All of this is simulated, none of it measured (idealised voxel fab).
The process module that follows is named voxel capacitor over wiring.
Pictured: cross-section cut, 215 nm wide, on a grid of 5 nm square cells.
Bands, listed from the top down, are how a cross-section gets written in this document; the cross-section itself is a grid of square cells, and a band is one or more rows of them. Heads up on the band format: heights come first, top then bottom, in nm. After that it's the materials left to right, each with its width in nm. A single material flagged "throughout" fills the whole band edge to edge, and "empty" means there's empty space there. Where do heights start? At 0: under that level the wafer as delivered is made of one material only. And the lowest band has no floor; it just carries on downward, as in "0 -> down". With a width like "30 to 40", each row of cells in the band differs from the next by the same amount, the top row carrying the first number and the bottom row the second. "no change" after a step means that no cell of the cross-section changed. So "Fully sealed voids" is basically the list of trapped voids: any empty space of 8 cells or more that can't reach the top through an opening. They're written width x height at distance, the distance being from the left edge, and it's all nm. What comes after the settings on a step's line is commentary from the simulator itself on that step. You can add "overlay nm" to a step's line. For a step with a mask, it describes how far the mask lay to the right of its planned position, and a negative number describes a lay to the left.
**The planned process steps are enumerated hereunder**
1,op RECEIVE | material Si
2,op CONFORMAL_DEP | material SiO2 | thk nm 15
3,op DIRECTIONAL_DEP | material TiN | thk nm 5
4,op DIRECTIONAL_DEP | material Ru | thk nm 25
5,op PATTERN | tone cover | mask id METAL_1 | material resist | width nm 20 | pitch nm 80 | thk nm 15 | overlay nm 0
6,op DIRECTIONAL_ETCH | etch materials Ru | depth nm 25
7,op DIRECTIONAL_ETCH | etch materials TiN | depth nm 5
8,op STRIP | etch materials resist
9,op FILL_DEP | material SiO2 | thk nm 5
10,op CMP | height nm 45
11,op CONFORMAL_DEP | material SiCN | thk nm 5
12,op DIRECTIONAL_DEP | material SiO2 | thk nm 10
13,op PATTERN | tone open | mask id PLUG_1 | material resist | width nm 15 | thk nm 15 | overlay nm 0
14,op DIRECTIONAL_ETCH | etch materials SiO2 | depth nm 10
15,op DIRECTIONAL_ETCH | etch materials SiCN | depth nm 5
16,op STRIP | etch materials resist
17,op EPI | material Ru | thk nm 10
18,op EPI | material Ru | thk nm 5
19,op DIRECTIONAL_DEP | material TiN | thk nm 10
20,op DIRECTIONAL_DEP | material Al2O3 | thk nm 5
21,op DIRECTIONAL_DEP | material TiN | thk nm 5
22,op DIRECTIONAL_DEP | material aC | thk nm 15
23,op PATTERN | tone cover | mask id UPPER_PLATE | material resist | width nm 65 | thk nm 30 | overlay nm 0
24,op DIRECTIONAL_ETCH | etch materials aC | depth nm 15
25,op STRIP | etch materials resist
26,op DIRECTIONAL_ETCH | etch materials TiN | depth nm 5
27,op DIRECTIONAL_ETCH | etch materials Al2O3 | depth nm 5
28,op STRIP | etch materials aC
29,op PATTERN | tone cover | mask id LOWER_PLATE | material resist | width nm 75 | thk nm 20 | overlay nm 0
30,op DIRECTIONAL_ETCH | etch materials TiN | depth nm 10
31,op STRIP | etch materials resist
32,op FILL_DEP | material SiO2 | thk nm 15
33,op CMP | height nm 90
34,op PATTERN | tone open | mask id PLUG_2 | material resist | width nm 15 | thk nm 15 | overlay nm 0
35,op DIRECTIONAL_ETCH | etch materials SiO2 | depth nm 10
36,op STRIP | etch materials resist
37,op CONFORMAL_DEP | material TiN | thk nm 5
38,op FILL_DEP | material W | thk nm 10
39,op CMP | height nm 90
40,op CONFORMAL_DEP | material SiCN | thk nm 5
**Here's what the wafer looked like in cross-section when it arrived - that's after step 1**
  0 -> down | Si throughout
  Fully sealed voids: none
**The first of the two wafers as seen in cross-section once the module was finished; processing followed the plan**
  95 -> 90 | SiCN throughout
  90 -> 85 | SiO2 70; TiN 5; W 5; TiN 5; SiO2 130
  85 -> 75 | SiO2 70 to 60; TiN 15 to 65; SiO2 130 to 90
  75 -> 70 | SiO2 60; Al2O3 65; SiO2 90
  70 -> 60 | SiO2 55; TiN 75; SiO2 85
  60 -> 50 | SiO2 60; Ru 15; SiO2 140
  50 -> 45 | SiCN 60; Ru 15; SiCN 140
  45 -> 20 | SiO2 55; Ru 20; SiO2 60; Ru 20; SiO2 60
  20 -> 15 | SiO2 55; TiN 20; SiO2 60; TiN 20; SiO2 60
  15 -> 0 | SiO2 throughout
  0 -> down | Si throughout
  Fully sealed voids: none
**Wafer two, sectioned after the module: the first wafer's start, the first wafer's plan, and one mistake in how it was run**
  95 -> 90 | SiCN throughout
  90 -> 85 | SiO2 70; TiN 5; W 5; TiN 5; SiO2 130
  85 -> 80 | SiO2 70; TiN 15; SiO2 130
  80 -> 75 | W throughout
  75 -> 70 | Al2O3 throughout
  70 -> 60 | TiN throughout
  60 -> 50 | SiO2 60; Ru 15; SiO2 140
  50 -> 45 | SiCN 60; Ru 15; SiCN 140
  45 -> 20 | SiO2 55; Ru 20; SiO2 60; Ru 20; SiO2 60
  20 -> 15 | SiO2 55; TiN 20; SiO2 60; TiN 20; SiO2 60
  15 -> 0 | SiO2 throughout
  0 -> down | Si throughout
  Fully sealed voids: none
Heads up, the wafer didn't run the way we planned it: step 21 changed vs plan, executed as op DIRECTIONAL_DEP | material W | thk nm 5
Final comparison by cell count, materials where the second wafer has more or fewer than the first: Al2O3: 30 more | SiO2: 116 fewer | TiN: 43 more | W: 43 more
